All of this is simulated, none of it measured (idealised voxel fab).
Process module under the name voxel self aligned vias
The cross-section shown here is cut; it is 285 nm wide and divided into square cells measuring 5 nm on a side.
Format of a cross-section: grid, square cells. Given as bands. Order: top down. Band: one or more rows of cells.
What a band's entry tells you: where the top is and where the bottom is, as heights in nm, and after that what lies inside, material by material from left to right, each with its width in nm. Empty space is written as the word "empty", and a single material marked with the word "throughout" occupies the band from edge to edge.
A quick word on heights: they are counted from 0, and under that level the wafer as it came to us is one material throughout. The lowest band is different from the rest in having no bottom; it simply continues downward, written as in "0 -> down".
Width: "30..40" (first number = top row, second number = bottom row, same change from row to row of cells).
The designation "nothing different", where it is given for a processing step, indicates that no cell of the cross-section was altered in the course of that step.
The entry "Unvented voids" lists the empty spaces that cover at least 8 cells and have no open path to the top. Each is written as width x height at distance, where the distance is measured from the left edge and all three values are in nm.
after a step's settings: what the simulator itself notes on the step
You can add "overlay nm" to a step's line. For a step with a mask, it describes how far the mask lay to the right of its planned position, and a negative number describes a lay to the left.

**plan**
- 1: RECEIVE [material Si]
- 2: CONFORMAL_DEP [material SiO2] [thk nm 10]
- 3: CONFORMAL_DEP [material SiCN] [thk nm 5]
- 4: DIRECTIONAL_DEP [material lowk] [thk nm 20]
- 5: DIRECTIONAL_DEP [material aC] [thk nm 15]
- 6: PATTERN [tone open] [mask id LINES] [material resist] [width nm 25] [pitch nm 55] [thk nm 35] [overlay nm 0]
- 7: DIRECTIONAL_ETCH [etch materials aC] [depth nm 15]
- 8: STRIP [etch materials resist]
- 9: DIRECTIONAL_ETCH [etch materials lowk] [depth nm 20]
- 10: STRIP [etch materials aC]
- 11: CONFORMAL_DEP [material TiN] [thk nm 5]
- 12: FILL_DEP [material Ru] [thk nm 10]
- 13: CMP [height nm 35]
- 14: SELECTIVE_ETCH [etch materials W Ru TiN] [depth nm 10]
- 15: FILL_DEP [material SiN] [thk nm 10]
- 16: CMP [height nm 35]
- 17: DIRECTIONAL_DEP [material lowk] [thk nm 15]
- 18: DIRECTIONAL_DEP [material aC] [thk nm 15]
- 19: PATTERN [tone open] [mask id VIAS] [material resist] [width nm 35] [pitch nm 110] [thk nm 35] [overlay nm 0]
- 20: DIRECTIONAL_ETCH [etch materials aC] [depth nm 15]
- 21: STRIP [etch materials resist]
- 22: DIRECTIONAL_ETCH [etch materials lowk] [depth nm 15]
- 23: DIRECTIONAL_ETCH [etch materials SiN] [depth nm 10]
- 24: STRIP [etch materials aC]
- 25: CONFORMAL_DEP [material TiN] [thk nm 5]
- 26: FILL_DEP [material W] [thk nm 10]
- 27: CMP [height nm 50]
- 28: CONFORMAL_DEP [material SiN] [thk nm 5]

**Wafer cross-section on receipt, i.e. after step 1**
* 0 -> down | Si throughout
* Unvented voids: none

**first wafer at the end, as planned**
* 55 -> 50 | SiN throughout
* 50 -> 40 | 70 nm lowk | 5 nm TiN | 25 nm W | 5 nm TiN | 75 nm lowk | 5 nm TiN | 25 nm W | 5 nm TiN | 70 nm lowk
* 40 -> 35 | 70 nm lowk | 10 nm TiN | 15 nm W | 10 nm TiN | 75 nm lowk | 10 nm TiN | 15 nm W | 10 nm TiN | 70 nm lowk
* 35 -> 30 | 75 nm lowk | 5 nm TiN | 15 nm W | 5 nm TiN | 30 nm lowk | 25 nm SiN | 30 nm lowk | 5 nm TiN | 15 nm W | 5 nm TiN | 75 nm lowk
* 30 -> 25 | 75 nm lowk | 25 nm TiN | 30 nm lowk | 25 nm SiN | 30 nm lowk | 25 nm TiN | 75 nm lowk
* 25 -> 20 | 75 nm lowk | 5 nm TiN | 15 nm Ru | 5 nm TiN | 30 nm lowk | 5 nm TiN | 15 nm Ru | 5 nm TiN | 30 nm lowk | 5 nm TiN | 15 nm Ru | 5 nm TiN | 75 nm lowk
* 20 -> 15 | 75 nm lowk | 25 nm TiN | 30 nm lowk | 25 nm TiN | 30 nm lowk | 25 nm TiN | 75 nm lowk
* 15 -> 10 | SiCN throughout
* 10 -> 0 | SiO2 throughout
* 0 -> down | Si throughout
* Unvented voids: none

**Cross-sectional image of the second wafer of the two following completion of the module. Starting state and process plan were the same as for the first wafer; one execution error occurred**
* 55 -> 50 | SiN throughout
* 50 -> 35 | 70 nm lowk | 5 nm TiN | 25 nm W | 5 nm TiN | 75 nm lowk | 5 nm TiN | 25 nm W | 5 nm TiN | 70 nm lowk
* 35 -> 30 | 70 nm lowk | 5 nm TiN | 25 nm W | 5 nm TiN | 25 nm lowk | 25 nm SiN | 25 nm lowk | 5 nm TiN | 25 nm W | 5 nm TiN | 70 nm lowk
* 30 -> 25 | 70 nm lowk | 35 nm TiN | 25 nm lowk | 25 nm SiN | 25 nm lowk | 35 nm TiN | 70 nm lowk
* 25 -> 20 | 70 nm lowk | 10 nm TiN | 15 nm Ru | 10 nm TiN | 25 nm lowk | 5 nm TiN | 15 nm Ru | 5 nm TiN | 25 nm lowk | 10 nm TiN | 15 nm Ru | 10 nm TiN | 70 nm lowk
* 20 -> 15 | 75 nm lowk | 25 nm TiN | 30 nm lowk | 25 nm TiN | 30 nm lowk | 25 nm TiN | 75 nm lowk
* 15 -> 10 | SiCN throughout
* 10 -> 0 | SiO2 throughout
* 0 -> down | Si throughout
* Unvented voids: none
What went wrong in running the wafer? step 22, plan: ran twice
at the end the second wafer has, in cells: TiN: 4 more; W: 8 more; lowk: 12 fewer
